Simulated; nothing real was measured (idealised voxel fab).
Herein follows the process module entitled voxel capacitor over wiring.
cross-section cut | 140 nm wide | cells 5 nm
In this document a cross-section is written as a grid of square cells. It is given as a series of bands, listed from the top down, and a band is one or more rows of cells. For a band, the entry starts with two heights in nm, that of the top and then that of the bottom, and carries on with the band's materials in order from left to right, each alongside its width in nm; the word "all across" beside a single material means it fills the band edge to edge, and "blank" means empty space. We count height from 0. Below that, the starting wafer is all one material. The lowest band never ends at the bottom but goes on down; see "0 down" for how that is written. With a width like "30..40", each row of cells in the band differs from the next by the same amount, the top row carrying the first number and the bottom row the second. The cross-section has no changed cell in any step marked "remains unaltered". The entry titled "Closed void table" provides the empty spaces that have no open way to the top, restricted to those of 8 cells or more. Each is presented as width x height at distance, the distance being measured from the left edge, with all three in nm. Where a step's line continues beyond its settings, the continuation is a remark by the simulator itself on that step. What "overlay nm" on a step's line means: if the step has a mask, that mask lay this far to the right of its planned place, or, when the value is negative, to the left.

Set out below are the planned steps of the process
- 1: RECEIVE,material Si
- 2: CONFORMAL_DEP,material SiO2,thk nm 15
- 3: DIRECTIONAL_DEP,material TiN,thk nm 5
- 4: DIRECTIONAL_DEP,material Ru,thk nm 15
- 5: PATTERN,tone cover,mask id METAL_1,material resist,width nm 25,pitch nm 85,thk nm 15,overlay nm 0
- 6: DIRECTIONAL_ETCH,etch materials Ru,depth nm 15
- 7: DIRECTIONAL_ETCH,etch materials TiN,depth nm 5
- 8: STRIP,etch materials resist
- 9: FILL_DEP,material lowk,thk nm 10
- 10: CMP,height nm 35
- 11: CONFORMAL_DEP,material SiCN,thk nm 5
- 12: DIRECTIONAL_DEP,material lowk,thk nm 20
- 13: PATTERN,tone open,mask id PLUG_1,material resist,width nm 15,thk nm 15,overlay nm 0
- 14: DIRECTIONAL_ETCH,etch materials lowk,depth nm 20
- 15: DIRECTIONAL_ETCH,etch materials SiCN,depth nm 5
- 16: STRIP,etch materials resist
- 17: EPI,material Ru,thk nm 10
- 18: EPI,material Ru,thk nm 10
- 19: EPI,material Ru,thk nm 5
- 20: DIRECTIONAL_DEP,material TiN,thk nm 10
- 21: DIRECTIONAL_DEP,material SiN,thk nm 5
- 22: DIRECTIONAL_DEP,material TiN,thk nm 5
- 23: MASKED_ETCH,tone cover,mask id UPPER_PLATE,width nm 65,etch materials TiN,depth nm 5,overlay nm 0
- 24: MASKED_ETCH,tone cover,mask id UPPER_PLATE,width nm 65,etch materials SiN,depth nm 5,overlay nm 0
- 25: MASKED_ETCH,tone cover,mask id LOWER_PLATE,width nm 75,etch materials TiN,depth nm 10,overlay nm 0
- 26: FILL_DEP,material SiO2,thk nm 15
- 27: CMP,height nm 90
- 28: MASKED_ETCH,tone open,mask id PLUG_2,width nm 15,etch materials SiO2,depth nm 10,overlay nm 0
- 29: CONFORMAL_DEP,material TiN,thk nm 5
- 30: FILL_DEP,material Ru,thk nm 10
- 31: CMP,height nm 90
- 32: CONFORMAL_DEP,material SiCN,thk nm 5

Wafer at receipt (post step 1), cross-section
* 0 down | Si all across
* Closed void table: none

Cross-section: first of two wafers, module finished, run according to plan
* 95 to 90 | SiCN all across
* 90 to 85 | SiO2 35 nm, then TiN 5 nm, then Ru 5 nm, then TiN 5 nm, then SiO2 90 nm
* 85 to 75 | SiO2 35..25 nm, then TiN 15..65 nm, then SiO2 90..50 nm
* 75 to 70 | SiO2 25 nm, then SiN 65 nm, then SiO2 50 nm
* 70 to 60 | SiO2 20 nm, then TiN 75 nm, then SiO2 45 nm
* 60 to 40 | lowk 25 nm, then Ru 15 nm, then lowk 100 nm
* 40 to 35 | SiCN 25 nm, then Ru 15 nm, then SiCN 100 nm
* 35 to 20 | lowk 15 nm, then Ru 25 nm, then lowk 60 nm, then Ru 25 nm, then lowk 15 nm
* 20 to 15 | lowk 15 nm, then TiN 25 nm, then lowk 60 nm, then TiN 25 nm, then lowk 15 nm
* 15 to 0 | SiO2 all across
* 0 down | Si all across
* Closed void table: none

This is the second of the two wafers, cross-sectioned at the end of the module; it started exactly like the first and was given the same plan, but it was run with one mistake
* 95 to 90 | SiCN all across
* 90 to 85 | SiO2 35 nm, then TiN 5 nm, then Ru 5 nm, then TiN 5 nm, then SiO2 90 nm
* 85 to 75 | SiO2 35..40 nm, then TiN 15..50 nm, then SiO2 90..50 nm
* 75 to 70 | SiO2 40 nm, then SiN 50 nm, then SiO2 50 nm
* 70 to 60 | SiO2 20 nm, then TiN 5 nm, then SiO2 15 nm, then TiN 55 nm, then SiO2 45 nm
* 60 to 55 | lowk 25 nm, then SiO2 15 nm, then lowk 100 nm
* 55 to 50 | lowk 25 nm, then TiN 15 nm, then lowk 100 nm
* 50 to 45 | lowk 25 nm, then SiN 15 nm, then lowk 100 nm
* 45 to 40 | lowk 25 nm, then TiN 15 nm, then lowk 100 nm
* 40 to 35 | SiCN 25 nm, then TiN 15 nm, then SiCN 100 nm
* 35 to 30 | lowk all across
* 30 to 15 | lowk 15 nm, then Ru 25 nm, then lowk 60 nm, then Ru 25 nm, then lowk 15 nm
* 15 to 10 | lowk 15 nm, then TiN 25 nm, then lowk 60 nm, then TiN 25 nm, then lowk 15 nm
* 10 to 0 | SiO2 all across
* 0 down | Si all across
* Closed void table: none
Deviation from plan: not per plan at step 2, really ran CONFORMAL_DEP,material SiO2,thk nm 10
Heads up, by the end the second wafer has more or fewer cells of some materials compared to the first: Ru: 15 fewer; SiO2: 13 fewer; lowk: 28 more
